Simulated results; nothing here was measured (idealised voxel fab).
process module | voxel self aligned vias
cross-section cut | 190 nm wide | cells 5 nm
A cross-section is a grid of square cells, given in bands from the top down. A band is one or more rows of cells.
Each band's line starts with the height of the band's top and of its bottom, in nm. Then come its materials from left to right, each with its width in nm. One material with "throughout" fills the band from edge to edge. "air" is empty space.
Height 0 is the level under which the wafer as received is all one material. The lowest band goes on downwards, as in "0 down".
A width such as "30 to 40" changes by the same amount from each row of cells to the next, from the band's top row to its bottom row.
"no change" after a step means that no cell of the cross-section changed.
closed voids: empty space of 8 cells or more with no open way to the top, each as width x height at its distance from the left edge, in nm
after a step's settings: what the simulator itself notes on the step
overlay nm, on a step with a mask: how far to the right of its planned place the mask lay; to the left if negative
Each pair below shows a cross-section before one step and the cross-section after it, down to the lowest band that changed. The line under each pair gives the step between them, with its settings. The pairs can come from different runs of this module on the same starting wafer, so a pair continues from the pair above only where its "before" says so.
before
  0 down: Si throughout
  closed voids: none
after
  15 to 0: SiO2 throughout
  below 0: unchanged
  closed voids: none
the step between: op CONFORMAL_DEP | material SiO2 | thk nm 15
before: the cross-section after the pair above
after
  20 to 15: SiCN throughout
  below 15: unchanged
  closed voids: none
the step between: op CONFORMAL_DEP | material SiCN | thk nm 5
before: the cross-section after the pair above
after
  50 to 20: SiO2 throughout
  below 20: unchanged
  closed voids: none
the step between: op DIRECTIONAL_DEP | material SiO2 | thk nm 30
before: the cross-section after the pair above
after
  70 to 50: resist 55 | air 20 | resist 40 | air 20 | resist 55
  below 50: unchanged
  closed voids: none
the step between: op PATTERN | tone open | mask id LINES | material resist | width nm 20 | pitch nm 60 | thk nm 20 | overlay nm 0
before: the cross-section after the pair above
after
  70 to 50: resist 55 | air 20 | resist 40 | air 20 | resist 55
  50 to 20: SiO2 55 | air 20 | SiO2 40 | air 20 | SiO2 55
  below 20: unchanged
  closed voids: none
the step between: op DIRECTIONAL_ETCH | etch materials SiO2 | depth nm 30
before: the cross-section after the pair above
after
  50 to 20: SiO2 55 | air 20 | SiO2 40 | air 20 | SiO2 55
  below 20: unchanged
  closed voids: none
the step between: op STRIP | etch materials resist
before: the cross-section after the pair above
after
  55 to 50: TiN 60 | air 10 | TiN 50 | air 10 | TiN 60
  50 to 25: SiO2 55 | TiN 5 | air 10 | TiN 5 | SiO2 40 | TiN 5 | air 10 | TiN 5 | SiO2 55
  25 to 20: SiO2 55 | TiN 20 | SiO2 40 | TiN 20 | SiO2 55
  below 20: unchanged
  closed voids: none
the step between: op CONFORMAL_DEP | material TiN | thk nm 5
before: the cross-section after the pair above
after
  65 to 55: Ru throughout
  55 to 50: TiN 60 | Ru 10 | TiN 50 | Ru 10 | TiN 60
  50 to 25: SiO2 55 | TiN 5 | Ru 10 | TiN 5 | SiO2 40 | TiN 5 | Ru 10 | TiN 5 | SiO2 55
  below 25: unchanged
  closed voids: none
the step between: op FILL_DEP | material Ru | thk nm 10
before: the cross-section after the pair above
after
  50 to 25: SiO2 55 | TiN 5 | Ru 10 | TiN 5 | SiO2 40 | TiN 5 | Ru 10 | TiN 5 | SiO2 55
  below 25: unchanged
  closed voids: none
the step between: op CMP | height nm 50
before: the cross-section after the pair above
after
  50 to 45: SiO2 55 | air 20 | SiO2 40 | air 20 | SiO2 55
  below 45: unchanged
  closed voids: none
the step between: op SELECTIVE_ETCH | etch materials W Ru TiN | depth nm 5
before: the cross-section after the pair above
after
  60 to 50: SiN throughout
  50 to 45: SiO2 55 | SiN 20 | SiO2 40 | SiN 20 | SiO2 55
  below 45: unchanged
  closed voids: none
the step between: op FILL_DEP | material SiN | thk nm 10
before: the cross-section after the pair above
after
  50 to 45: SiO2 55 | SiN 20 | SiO2 40 | SiN 20 | SiO2 55
  below 45: unchanged
  closed voids: none
the step between: op CMP | height nm 50
before: the cross-section after the pair above
after
  65 to 50: SiO2 throughout
  below 50: unchanged
  closed voids: none
the step between: op DIRECTIONAL_DEP | material SiO2 | thk nm 15
before: the cross-section after the pair above
after
  80 to 65: resist 45 | air 40 | resist 105
  below 65: unchanged
  closed voids: none
the step between: op PATTERN | tone open | mask id VIAS | material resist | width nm 40 | thk nm 15 | overlay nm 0
before: the cross-section after the pair above
after
  80 to 65: resist 45 | air 40 | resist 105
  65 to 50: SiO2 45 | air 40 | SiO2 105
  below 50: unchanged
  closed voids: none
the step between: op DIRECTIONAL_ETCH | etch materials SiO2 | depth nm 15
before: the cross-section after the pair above
after
  80 to 65: resist 45 | air 40 | resist 105
  65 to 50: SiO2 45 | air 40 | SiO2 105
  50 to 45: SiO2 55 | air 20 | SiO2 40 | SiN 20 | SiO2 55
  below 45: unchanged
  closed voids: none
the step between: op DIRECTIONAL_ETCH | etch materials SiN | depth nm 5
before: the cross-section after the pair above
after
  65 to 50: SiO2 45 | air 40 | SiO2 105
  below 50: unchanged
  closed voids: none
the step between: op STRIP | etch materials resist
before: the cross-section after the pair above
after
  70 to 65: TiN 50 | air 30 | TiN 110
  65 to 55: SiO2 45 | TiN 5 | air 30 | TiN 5 | SiO2 105
  55 to 50: SiO2 45 | TiN 15 | air 10 | TiN 15 | SiO2 105
  50 to 45: SiO2 55 | TiN 20 | SiO2 40 | SiN 20 | SiO2 55
  below 45: unchanged
  closed voids: none
the step between: op CONFORMAL_DEP | material TiN | thk nm 5
before: the cross-section after the pair above
after
  75 to 70: Ru throughout
  70 to 65: TiN 50 | Ru 30 | TiN 110
  65 to 55: SiO2 45 | TiN 5 | Ru 30 | TiN 5 | SiO2 105
  55 to 50: SiO2 45 | TiN 15 | Ru 10 | TiN 15 | SiO2 105
  below 50: unchanged
  closed voids: none
the step between: op FILL_DEP | material Ru | thk nm 5
before: the cross-section after the pair above
after
  65 to 55: SiO2 45 | TiN 5 | Ru 30 | TiN 5 | SiO2 105
  below 55: unchanged
  closed voids: none
the step between: op CMP | height nm 65
before: the cross-section after the pair above
after
  70 to 65: SiN throughout
  below 65: unchanged
  closed voids: none
the step between: op CONFORMAL_DEP | material SiN | thk nm 5
before
  15 to 0: SiO2 throughout
  0 down: Si throughout
  closed voids: none
after
  45 to 0: SiO2 throughout
  below 0: unchanged
  closed voids: none
the step between: op DIRECTIONAL_DEP | material SiO2 | thk nm 30
before: the cross-section after the pair above
after
  65 to 45: resist 55 | air 20 | resist 40 | air 20 | resist 55
  below 45: unchanged
  closed voids: none
the step between: op PATTERN | tone open | mask id LINES | material resist | width nm 20 | pitch nm 60 | thk nm 20 | overlay nm 0
before: the cross-section after the pair above
after
  65 to 45: resist 55 | air 20 | resist 40 | air 20 | resist 55
  45 to 15: SiO2 55 | air 20 | SiO2 40 | air 20 | SiO2 55
  below 15: unchanged
  closed voids: none
the step between: op DIRECTIONAL_ETCH | etch materials SiO2 | depth nm 30
before: the cross-section after the pair above
after
  45 to 15: SiO2 55 | air 20 | SiO2 40 | air 20 | SiO2 55
  below 15: unchanged
  closed voids: none
the step between: op STRIP | etch materials resist
before: the cross-section after the pair above
after
  50 to 45: TiN 60 | air 10 | TiN 50 | air 10 | TiN 60
  45 to 20: SiO2 55 | TiN 5 | air 10 | TiN 5 | SiO2 40 | TiN 5 | air 10 | TiN 5 | SiO2 55
  20 to 15: SiO2 55 | TiN 20 | SiO2 40 | TiN 20 | SiO2 55
  below 15: unchanged
  closed voids: none
the step between: op CONFORMAL_DEP | material TiN | thk nm 5
before: the cross-section after the pair above
after
  60 to 50: Ru throughout
  50 to 45: TiN 60 | Ru 10 | TiN 50 | Ru 10 | TiN 60
  45 to 20: SiO2 55 | TiN 5 | Ru 10 | TiN 5 | SiO2 40 | TiN 5 | Ru 10 | TiN 5 | SiO2 55
  below 20: unchanged
  closed voids: none
the step between: op FILL_DEP | material Ru | thk nm 10
before: the cross-section after the pair above
after
  50 to 45: TiN 60 | Ru 10 | TiN 50 | Ru 10 | TiN 60
  below 45: unchanged
  closed voids: none
the step between: op CMP | height nm 50
before: the cross-section after the pair above
after
  45 to 20: SiO2 55 | TiN 5 | Ru 10 | TiN 5 | SiO2 40 | TiN 5 | Ru 10 | TiN 5 | SiO2 55
  below 20: unchanged
  closed voids: none
the step between: op SELECTIVE_ETCH | etch materials W Ru TiN | depth nm 5
before: the cross-section after the pair above
after
  55 to 45: SiN throughout
  below 45: unchanged
  closed voids: none
the step between: op FILL_DEP | material SiN | thk nm 10
before: the cross-section after the pair above
after
  50 to 45: SiN throughout
  below 45: unchanged
  closed voids: none
the step between: op CMP | height nm 50
before: the cross-section after the pair above
after
  65 to 50: SiO2 throughout
  below 50: unchanged
  closed voids: none
the step between: op DIRECTIONAL_DEP | material SiO2 | thk nm 15
before: the cross-section after the pair above
after
  80 to 65: resist 45 | air 40 | resist 105
  below 65: unchanged
  closed voids: none
the step between: op PATTERN | tone open | mask id VIAS | material resist | width nm 40 | thk nm 15 | overlay nm 0
before: the cross-section after the pair above
after
  80 to 65: resist 45 | air 40 | resist 105
  65 to 50: SiO2 45 | air 40 | SiO2 105
  below 50: unchanged
  closed voids: none
the step between: op DIRECTIONAL_ETCH | etch materials SiO2 | depth nm 15
before: the cross-section after the pair above
after
  80 to 65: resist 45 | air 40 | resist 105
  65 to 50: SiO2 45 | air 40 | SiO2 105
  50 to 45: SiN 45 | air 40 | SiN 105
  below 45: unchanged
  closed voids: none
the step between: op DIRECTIONAL_ETCH | etch materials SiN | depth nm 5
before: the cross-section after the pair above
after
  65 to 50: SiO2 45 | air 40 | SiO2 105
  below 50: unchanged
  closed voids: none
the step between: op STRIP | etch materials resist
before: the cross-section after the pair above
after
  70 to 65: TiN 50 | air 30 | TiN 110
  65 to 50: SiO2 45 | TiN 5 | air 30 | TiN 5 | SiO2 105
  50 to 45: SiN 45 | TiN 40 | SiN 105
  below 45: unchanged
  closed voids: none
the step between: op CONFORMAL_DEP | material TiN | thk nm 5
before: the cross-section after the pair above
after
  75 to 70: Ru throughout
  70 to 65: TiN 50 | Ru 30 | TiN 110
  65 to 50: SiO2 45 | TiN 5 | Ru 30 | TiN 5 | SiO2 105
  below 50: unchanged
  closed voids: none
the step between: op FILL_DEP | material Ru | thk nm 5
before: the cross-section after the pair above
after
  65 to 50: SiO2 45 | TiN 5 | Ru 30 | TiN 5 | SiO2 105
  below 50: unchanged
  closed voids: none
the step between: op CMP | height nm 65
before: the cross-section after the pair above
after
  70 to 65: SiN throughout
  below 65: unchanged
  closed voids: none
the step between: op CONFORMAL_DEP | material SiN | thk nm 5
before
  15 to 0: SiO2 throughout
  0 down: Si throughout
  closed voids: none
after
  30 to 0: SiO2 throughout
  below 0: unchanged
  closed voids: none
the step between: op CONFORMAL_DEP | material SiO2 | thk nm 15
before: the cross-section after the pair above
after
  35 to 30: SiCN throughout
  below 30: unchanged
  closed voids: none
the step between: op CONFORMAL_DEP | material SiCN | thk nm 5
before: the cross-section after the pair above
after
  65 to 35: SiO2 throughout
  below 35: unchanged
  closed voids: none
the step between: op DIRECTIONAL_DEP | material SiO2 | thk nm 30
before: the cross-section after the pair above
after
  85 to 65: resist 55 | air 20 | resist 40 | air 20 | resist 55
  below 65: unchanged
  closed voids: none
the step between: op PATTERN | tone open | mask id LINES | material resist | width nm 20 | pitch nm 60 | thk nm 20 | overlay nm 0
before: the cross-section after the pair above
after
  85 to 65: resist 55 | air 20 | resist 40 | air 20 | resist 55
  65 to 35: SiO2 55 | air 20 | SiO2 40 | air 20 | SiO2 55
  below 35: unchanged
  closed voids: none
the step between: op DIRECTIONAL_ETCH | etch materials SiO2 | depth nm 30
before: the cross-section after the pair above
after
  65 to 35: SiO2 55 | air 20 | SiO2 40 | air 20 | SiO2 55
  below 35: unchanged
  closed voids: none
the step between: op STRIP | etch materials resist
before: the cross-section after the pair above
after
  70 to 65: TiN 60 | air 10 | TiN 50 | air 10 | TiN 60
  65 to 40: SiO2 55 | TiN 5 | air 10 | TiN 5 | SiO2 40 | TiN 5 | air 10 | TiN 5 | SiO2 55
  40 to 35: SiO2 55 | TiN 20 | SiO2 40 | TiN 20 | SiO2 55
  below 35: unchanged
  closed voids: none
the step between: op CONFORMAL_DEP | material TiN | thk nm 5
before: the cross-section after the pair above
after
  80 to 70: Ru throughout
  70 to 65: TiN 60 | Ru 10 | TiN 50 | Ru 10 | TiN 60
  65 to 40: SiO2 55 | TiN 5 | Ru 10 | TiN 5 | SiO2 40 | TiN 5 | Ru 10 | TiN 5 | SiO2 55
  below 40: unchanged
  closed voids: none
the step between: op FILL_DEP | material Ru | thk nm 10
before: the cross-section after the pair above
after
  50 to 40: SiO2 55 | TiN 5 | Ru 10 | TiN 5 | SiO2 40 | TiN 5 | Ru 10 | TiN 5 | SiO2 55
  below 40: unchanged
  closed voids: none
the step between: op CMP | height nm 50
before: the cross-section after the pair above
after
  50 to 45: SiO2 55 | air 20 | SiO2 40 | air 20 | SiO2 55
  below 45: unchanged
  closed voids: none
the step between: op SELECTIVE_ETCH | etch materials W Ru TiN | depth nm 5
before: the cross-section after the pair above
after
  60 to 50: SiN throughout
  50 to 45: SiO2 55 | SiN 20 | SiO2 40 | SiN 20 | SiO2 55
  below 45: unchanged
  closed voids: none
the step between: op FILL_DEP | material SiN | thk nm 10
before: the cross-section after the pair above
after
  50 to 45: SiO2 55 | SiN 20 | SiO2 40 | SiN 20 | SiO2 55
  below 45: unchanged
  closed voids: none
the step between: op CMP | height nm 50
before: the cross-section after the pair above
after
  65 to 50: SiO2 throughout
  below 50: unchanged
  closed voids: none
the step between: op DIRECTIONAL_DEP | material SiO2 | thk nm 15
before: the cross-section after the pair above
after
  80 to 65: resist 45 | air 40 | resist 105
  below 65: unchanged
  closed voids: none
the step between: op PATTERN | tone open | mask id VIAS | material resist | width nm 40 | thk nm 15 | overlay nm 0
before: the cross-section after the pair above
after
  80 to 65: resist 45 | air 40 | resist 105
  65 to 50: SiO2 45 | air 40 | SiO2 105
  below 50: unchanged
  closed voids: none
the step between: op DIRECTIONAL_ETCH | etch materials SiO2 | depth nm 15
before: the cross-section after the pair above
after
  80 to 65: resist 45 | air 40 | resist 105
  65 to 50: SiO2 45 | air 40 | SiO2 105
  50 to 45: SiO2 55 | air 20 | SiO2 40 | SiN 20 | SiO2 55
  below 45: unchanged
  closed voids: none
the step between: op DIRECTIONAL_ETCH | etch materials SiN | depth nm 5
before: the cross-section after the pair above
after
  65 to 50: SiO2 45 | air 40 | SiO2 105
  below 50: unchanged
  closed voids: none
the step between: op STRIP | etch materials resist
before: the cross-section after the pair above
after
  70 to 65: TiN 50 | air 30 | TiN 110
  65 to 55: SiO2 45 | TiN 5 | air 30 | TiN 5 | SiO2 105
  55 to 50: SiO2 45 | TiN 15 | air 10 | TiN 15 | SiO2 105
  50 to 45: SiO2 55 | TiN 20 | SiO2 40 | SiN 20 | SiO2 55
  below 45: unchanged
  closed voids: none
the step between: op CONFORMAL_DEP | material TiN | thk nm 5
before: the cross-section after the pair above
after
  75 to 70: Ru throughout
  70 to 65: TiN 50 | Ru 30 | TiN 110
  65 to 55: SiO2 45 | TiN 5 | Ru 30 | TiN 5 | SiO2 105
  55 to 50: SiO2 45 | TiN 15 | Ru 10 | TiN 15 | SiO2 105
  below 50: unchanged
  closed voids: none
the step between: op FILL_DEP | material Ru | thk nm 5
before: the cross-section after the pair above
after
  65 to 55: SiO2 45 | TiN 5 | Ru 30 | TiN 5 | SiO2 105
  below 55: unchanged
  closed voids: none
the step between: op CMP | height nm 65
before: the cross-section after the pair above
after
  70 to 65: SiN throughout
  below 65: unchanged
  closed voids: none
the step between: op CONFORMAL_DEP | material SiN | thk nm 5
before
  0 down: Si throughout
  closed voids: none
after
  5 to 0: SiCN throughout
  below 0: unchanged
  closed voids: none
the step between: op CONFORMAL_DEP | material SiCN | thk nm 5
before: the cross-section after the pair above
after
  20 to 5: SiO2 throughout
  below 5: unchanged
  closed voids: none
the step between: op CONFORMAL_DEP | material SiO2 | thk nm 15
before: the cross-section after the pair above
after
  50 to 5: SiO2 throughout
  below 5: unchanged
  closed voids: none
the step between: op DIRECTIONAL_DEP | material SiO2 | thk nm 30
before: the cross-section after the pair above
after
  70 to 50: resist 55 | air 20 | resist 40 | air 20 | resist 55
  below 50: unchanged
  closed voids: none
the step between: op PATTERN | tone open | mask id LINES | material resist | width nm 20 | pitch nm 60 | thk nm 20 | overlay nm 0
before: the cross-section after the pair above
after
  70 to 50: resist 55 | air 20 | resist 40 | air 20 | resist 55
  50 to 20: SiO2 55 | air 20 | SiO2 40 | air 20 | SiO2 55
  below 20: unchanged
  closed voids: none
the step between: op DIRECTIONAL_ETCH | etch materials SiO2 | depth nm 30
before: the cross-section after the pair above
after
  50 to 20: SiO2 55 | air 20 | SiO2 40 | air 20 | SiO2 55
  below 20: unchanged
  closed voids: none
the step between: op STRIP | etch materials resist
before: the cross-section after the pair above
after
  55 to 50: TiN 60 | air 10 | TiN 50 | air 10 | TiN 60
  50 to 25: SiO2 55 | TiN 5 | air 10 | TiN 5 | SiO2 40 | TiN 5 | air 10 | TiN 5 | SiO2 55
  25 to 20: SiO2 55 | TiN 20 | SiO2 40 | TiN 20 | SiO2 55
  below 20: unchanged
  closed voids: none
the step between: op CONFORMAL_DEP | material TiN | thk nm 5
before: the cross-section after the pair above
after
  65 to 55: Ru throughout
  55 to 50: TiN 60 | Ru 10 | TiN 50 | Ru 10 | TiN 60
  50 to 25: SiO2 55 | TiN 5 | Ru 10 | TiN 5 | SiO2 40 | TiN 5 | Ru 10 | TiN 5 | SiO2 55
  below 25: unchanged
  closed voids: none
the step between: op FILL_DEP | material Ru | thk nm 10
before: the cross-section after the pair above
after
  50 to 25: SiO2 55 | TiN 5 | Ru 10 | TiN 5 | SiO2 40 | TiN 5 | Ru 10 | TiN 5 | SiO2 55
  below 25: unchanged
  closed voids: none
the step between: op CMP | height nm 50
before: the cross-section after the pair above
after
  50 to 45: SiO2 55 | air 20 | SiO2 40 | air 20 | SiO2 55
  below 45: unchanged
  closed voids: none
the step between: op SELECTIVE_ETCH | etch materials W Ru TiN | depth nm 5
before: the cross-section after the pair above
after
  60 to 50: SiN throughout
  50 to 45: SiO2 55 | SiN 20 | SiO2 40 | SiN 20 | SiO2 55
  below 45: unchanged
  closed voids: none
the step between: op FILL_DEP | material SiN | thk nm 10
before: the cross-section after the pair above
after
  50 to 45: SiO2 55 | SiN 20 | SiO2 40 | SiN 20 | SiO2 55
  below 45: unchanged
  closed voids: none
the step between: op CMP | height nm 50
before: the cross-section after the pair above
after
  65 to 50: SiO2 throughout
  below 50: unchanged
  closed voids: none
the step between: op DIRECTIONAL_DEP | material SiO2 | thk nm 15
before: the cross-section after the pair above
after
  80 to 65: resist 45 | air 40 | resist 105
  below 65: unchanged
  closed voids: none
the step between: op PATTERN | tone open | mask id VIAS | material resist | width nm 40 | thk nm 15 | overlay nm 0
before: the cross-section after the pair above
after
  80 to 65: resist 45 | air 40 | resist 105
  65 to 50: SiO2 45 | air 40 | SiO2 105
  below 50: unchanged
  closed voids: none
the step between: op DIRECTIONAL_ETCH | etch materials SiO2 | depth nm 15
before: the cross-section after the pair above
after
  80 to 65: resist 45 | air 40 | resist 105
  65 to 50: SiO2 45 | air 40 | SiO2 105
  50 to 45: SiO2 55 | air 20 | SiO2 40 | SiN 20 | SiO2 55
  below 45: unchanged
  closed voids: none
the step between: op DIRECTIONAL_ETCH | etch materials SiN | depth nm 5
before: the cross-section after the pair above
after
  65 to 50: SiO2 45 | air 40 | SiO2 105
  below 50: unchanged
  closed voids: none
the step between: op STRIP | etch materials resist
before: the cross-section after the pair above
after
  70 to 65: TiN 50 | air 30 | TiN 110
  65 to 55: SiO2 45 | TiN 5 | air 30 | TiN 5 | SiO2 105
  55 to 50: SiO2 45 | TiN 15 | air 10 | TiN 15 | SiO2 105
  50 to 45: SiO2 55 | TiN 20 | SiO2 40 | SiN 20 | SiO2 55
  below 45: unchanged
  closed voids: none
the step between: op CONFORMAL_DEP | material TiN | thk nm 5
before: the cross-section after the pair above
after
  75 to 70: Ru throughout
  70 to 65: TiN 50 | Ru 30 | TiN 110
  65 to 55: SiO2 45 | TiN 5 | Ru 30 | TiN 5 | SiO2 105
  55 to 50: SiO2 45 | TiN 15 | Ru 10 | TiN 15 | SiO2 105
  below 50: unchanged
  closed voids: none
the step between: op FILL_DEP | material Ru | thk nm 5
before: the cross-section after the pair above
after
  65 to 55: SiO2 45 | TiN 5 | Ru 30 | TiN 5 | SiO2 105
  below 55: unchanged
  closed voids: none
the step between: op CMP | height nm 65
before: the cross-section after the pair above
after
  70 to 65: SiN throughout
  below 65: unchanged
  closed voids: none
the step between: op CONFORMAL_DEP | material SiN | thk nm 5
before
  0 down: Si throughout
  closed voids: none
after
  5 to 0: SiO2 throughout
  below 0: unchanged
  closed voids: none
the step between: op CONFORMAL_DEP | material SiO2 | thk nm 5
before: the cross-section after the pair above
after
  10 to 5: SiCN throughout
  below 5: unchanged
  closed voids: none
the step between: op CONFORMAL_DEP | material SiCN | thk nm 5
before: the cross-section after the pair above
after
  40 to 10: SiO2 throughout
  below 10: unchanged
  closed voids: none
the step between: op DIRECTIONAL_DEP | material SiO2 | thk nm 30
before: the cross-section after the pair above
after
  60 to 40: resist 55 | air 20 | resist 40 | air 20 | resist 55
  below 40: unchanged
  closed voids: none
the step between: op PATTERN | tone open | mask id LINES | material resist | width nm 20 | pitch nm 60 | thk nm 20 | overlay nm 0
before: the cross-section after the pair above
after
  60 to 40: resist 55 | air 20 | resist 40 | air 20 | resist 55
  40 to 10: SiO2 55 | air 20 | SiO2 40 | air 20 | SiO2 55
  below 10: unchanged
  closed voids: none
the step between: op DIRECTIONAL_ETCH | etch materials SiO2 | depth nm 30
before: the cross-section after the pair above
after
  40 to 10: SiO2 55 | air 20 | SiO2 40 | air 20 | SiO2 55
  below 10: unchanged
  closed voids: none
the step between: op STRIP | etch materials resist
before: the cross-section after the pair above
after
  45 to 40: TiN 60 | air 10 | TiN 50 | air 10 | TiN 60
  40 to 15: SiO2 55 | TiN 5 | air 10 | TiN 5 | SiO2 40 | TiN 5 | air 10 | TiN 5 | SiO2 55
  15 to 10: SiO2 55 | TiN 20 | SiO2 40 | TiN 20 | SiO2 55
  below 10: unchanged
  closed voids: none
the step between: op CONFORMAL_DEP | material TiN | thk nm 5
before: the cross-section after the pair above
after
  55 to 45: Ru throughout
  45 to 40: TiN 60 | Ru 10 | TiN 50 | Ru 10 | TiN 60
  40 to 15: SiO2 55 | TiN 5 | Ru 10 | TiN 5 | SiO2 40 | TiN 5 | Ru 10 | TiN 5 | SiO2 55
  below 15: unchanged
  closed voids: none
the step between: op FILL_DEP | material Ru | thk nm 10
before: the cross-section after the pair above
after
  50 to 45: Ru throughout
  below 45: unchanged
  closed voids: none
the step between: op CMP | height nm 50
before: the cross-section after the pair above
after
  45 to 40: TiN 60 | Ru 10 | TiN 50 | Ru 10 | TiN 60
  below 40: unchanged
  closed voids: none
the step between: op SELECTIVE_ETCH | etch materials W Ru TiN | depth nm 5
before: the cross-section after the pair above
after
  55 to 45: SiN throughout
  below 45: unchanged
  closed voids: none
the step between: op FILL_DEP | material SiN | thk nm 10
before: the cross-section after the pair above
after
  50 to 45: SiN throughout
  below 45: unchanged
  closed voids: none
the step between: op CMP | height nm 50
before: the cross-section after the pair above
after
  65 to 50: SiO2 throughout
  below 50: unchanged
  closed voids: none
the step between: op DIRECTIONAL_DEP | material SiO2 | thk nm 15
before: the cross-section after the pair above
after
  80 to 65: resist 45 | air 40 | resist 105
  below 65: unchanged
  closed voids: none
the step between: op PATTERN | tone open | mask id VIAS | material resist | width nm 40 | thk nm 15 | overlay nm 0
before: the cross-section after the pair above
after
  80 to 65: resist 45 | air 40 | resist 105
  65 to 50: SiO2 45 | air 40 | SiO2 105
  below 50: unchanged
  closed voids: none
the step between: op DIRECTIONAL_ETCH | etch materials SiO2 | depth nm 15
before: the cross-section after the pair above
after
  80 to 65: resist 45 | air 40 | resist 105
  65 to 50: SiO2 45 | air 40 | SiO2 105
  50 to 45: SiN 45 | air 40 | SiN 105
  below 45: unchanged
  closed voids: none
the step between: op DIRECTIONAL_ETCH | etch materials SiN | depth nm 5
before: the cross-section after the pair above
after
  65 to 50: SiO2 45 | air 40 | SiO2 105
  below 50: unchanged
  closed voids: none
the step between: op STRIP | etch materials resist
before: the cross-section after the pair above
after
  70 to 65: TiN 50 | air 30 | TiN 110
  65 to 50: SiO2 45 | TiN 5 | air 30 | TiN 5 | SiO2 105
  50 to 45: SiN 45 | TiN 40 | SiN 105
  below 45: unchanged
  closed voids: none
the step between: op CONFORMAL_DEP | material TiN | thk nm 5
before: the cross-section after the pair above
after
  75 to 70: Ru throughout
  70 to 65: TiN 50 | Ru 30 | TiN 110
  65 to 50: SiO2 45 | TiN 5 | Ru 30 | TiN 5 | SiO2 105
  below 50: unchanged
  closed voids: none
the step between: op FILL_DEP | material Ru | thk nm 5
before: the cross-section after the pair above
after
  65 to 50: SiO2 45 | TiN 5 | Ru 30 | TiN 5 | SiO2 105
  below 50: unchanged
  closed voids: none
the step between: op CMP | height nm 65
before: the cross-section after the pair above
after
  70 to 65: SiN throughout
  below 65: unchanged
  closed voids: none
the step between: op CONFORMAL_DEP | material SiN | thk nm 5
before
  65 to 50: SiO2 throughout
  50 to 45: SiO2 55 | SiN 20 | SiO2 40 | SiN 20 | SiO2 55
  45 to 25: SiO2 55 | TiN 5 | Ru 10 | TiN 5 | SiO2 40 | TiN 5 | Ru 10 | TiN 5 | SiO2 55
  25 to 20: SiO2 55 | TiN 20 | SiO2 40 | TiN 20 | SiO2 55
  20 to 15: SiCN throughout
  15 to 0: SiO2 throughout
  0 down: Si throughout
  closed voids: none
after
  80 to 65: resist 45 | air 45 | resist 100
  below 65: unchanged
  closed voids: none
the step between: op PATTERN | tone open | mask id VIAS | material resist | width nm 45 | thk nm 15 | overlay nm 0
before: the cross-section after the pair above
after
  80 to 65: resist 45 | air 45 | resist 100
  65 to 50: SiO2 45 | air 45 | SiO2 100
  below 50: unchanged
  closed voids: none
the step between: op DIRECTIONAL_ETCH | etch materials SiO2 | depth nm 15
before: the cross-section after the pair above
after
  80 to 65: resist 45 | air 45 | resist 100
  65 to 50: SiO2 45 | air 45 | SiO2 100
  50 to 45: SiO2 55 | air 20 | SiO2 40 | SiN 20 | SiO2 55
  below 45: unchanged
  closed voids: none
the step between: op DIRECTIONAL_ETCH | etch materials SiN | depth nm 5
before: the cross-section after the pair above
after
  65 to 50: SiO2 45 | air 45 | SiO2 100
  below 50: unchanged
  closed voids: none
the step between: op STRIP | etch materials resist
before: the cross-section after the pair above
after
  70 to 65: TiN 50 | air 35 | TiN 105
  65 to 55: SiO2 45 | TiN 5 | air 35 | TiN 5 | SiO2 100
  55 to 50: SiO2 45 | TiN 15 | air 10 | TiN 20 | SiO2 100
  50 to 45: SiO2 55 | TiN 20 | SiO2 40 | SiN 20 | SiO2 55
  below 45: unchanged
  closed voids: none
the step between: op CONFORMAL_DEP | material TiN | thk nm 5
before: the cross-section after the pair above
after
  75 to 70: Ru throughout
  70 to 65: TiN 50 | Ru 35 | TiN 105
  65 to 55: SiO2 45 | TiN 5 | Ru 35 | TiN 5 | SiO2 100
  55 to 50: SiO2 45 | TiN 15 | Ru 10 | TiN 20 | SiO2 100
  below 50: unchanged
  closed voids: none
the step between: op FILL_DEP | material Ru | thk nm 5
before: the cross-section after the pair above
after
  65 to 55: SiO2 45 | TiN 5 | Ru 35 | TiN 5 | SiO2 100
  below 55: unchanged
  closed voids: none
the step between: op CMP | height nm 65
before: the cross-section after the pair above
after
  70 to 65: SiN throughout
  below 65: unchanged
  closed voids: none
the step between: op CONFORMAL_DEP | material SiN | thk nm 5
before
  65 to 50: SiO2 throughout
  50 to 45: SiO2 55 | SiN 20 | SiO2 40 | SiN 20 | SiO2 55
  45 to 25: SiO2 55 | TiN 5 | Ru 10 | TiN 5 | SiO2 40 | TiN 5 | Ru 10 | TiN 5 | SiO2 55
  25 to 20: SiO2 55 | TiN 20 | SiO2 40 | TiN 20 | SiO2 55
  20 to 15: SiCN throughout
  15 to 0: SiO2 throughout
  0 down: Si throughout
  closed voids: none
after
  80 to 65: resist 50 | air 40 | resist 100
  below 65: unchanged
  closed voids: none
the step between: op PATTERN | tone open | mask id VIAS | material resist | width nm 40 | thk nm 15 | overlay nm 5
before: the cross-section after the pair above
after
  80 to 65: resist 50 | air 40 | resist 100
  65 to 50: SiO2 50 | air 40 | SiO2 100
  below 50: unchanged
  closed voids: none
the step between: op DIRECTIONAL_ETCH | etch materials SiO2 | depth nm 15
before: the cross-section after the pair above
after
  80 to 65: resist 50 | air 40 | resist 100
  65 to 50: SiO2 50 | air 40 | SiO2 100
  50 to 45: SiO2 55 | air 20 | SiO2 40 | SiN 20 | SiO2 55
  below 45: unchanged
  closed voids: none
the step between: op DIRECTIONAL_ETCH | etch materials SiN | depth nm 5
before: the cross-section after the pair above
after
  65 to 50: SiO2 50 | air 40 | SiO2 100
  below 50: unchanged
  closed voids: none
the step between: op STRIP | etch materials resist
before: the cross-section after the pair above
after
  70 to 65: TiN 55 | air 30 | TiN 105
  65 to 55: SiO2 50 | TiN 5 | air 30 | TiN 5 | SiO2 100
  55 to 50: SiO2 50 | TiN 10 | air 10 | TiN 20 | SiO2 100
  50 to 45: SiO2 55 | TiN 20 | SiO2 40 | SiN 20 | SiO2 55
  below 45: unchanged
  closed voids: none
the step between: op CONFORMAL_DEP | material TiN | thk nm 5
before: the cross-section after the pair above
after
  75 to 70: Ru throughout
  70 to 65: TiN 55 | Ru 30 | TiN 105
  65 to 55: SiO2 50 | TiN 5 | Ru 30 | TiN 5 | SiO2 100
  55 to 50: SiO2 50 | TiN 10 | Ru 10 | TiN 20 | SiO2 100
  below 50: unchanged
  closed voids: none
the step between: op FILL_DEP | material Ru | thk nm 5
before: the cross-section after the pair above
after
  65 to 55: SiO2 50 | TiN 5 | Ru 30 | TiN 5 | SiO2 100
  below 55: unchanged
  closed voids: none
the step between: op CMP | height nm 65
before: the cross-section after the pair above
after
  70 to 65: SiN throughout
  below 65: unchanged
  closed voids: none
the step between: op CONFORMAL_DEP | material SiN | thk nm 5
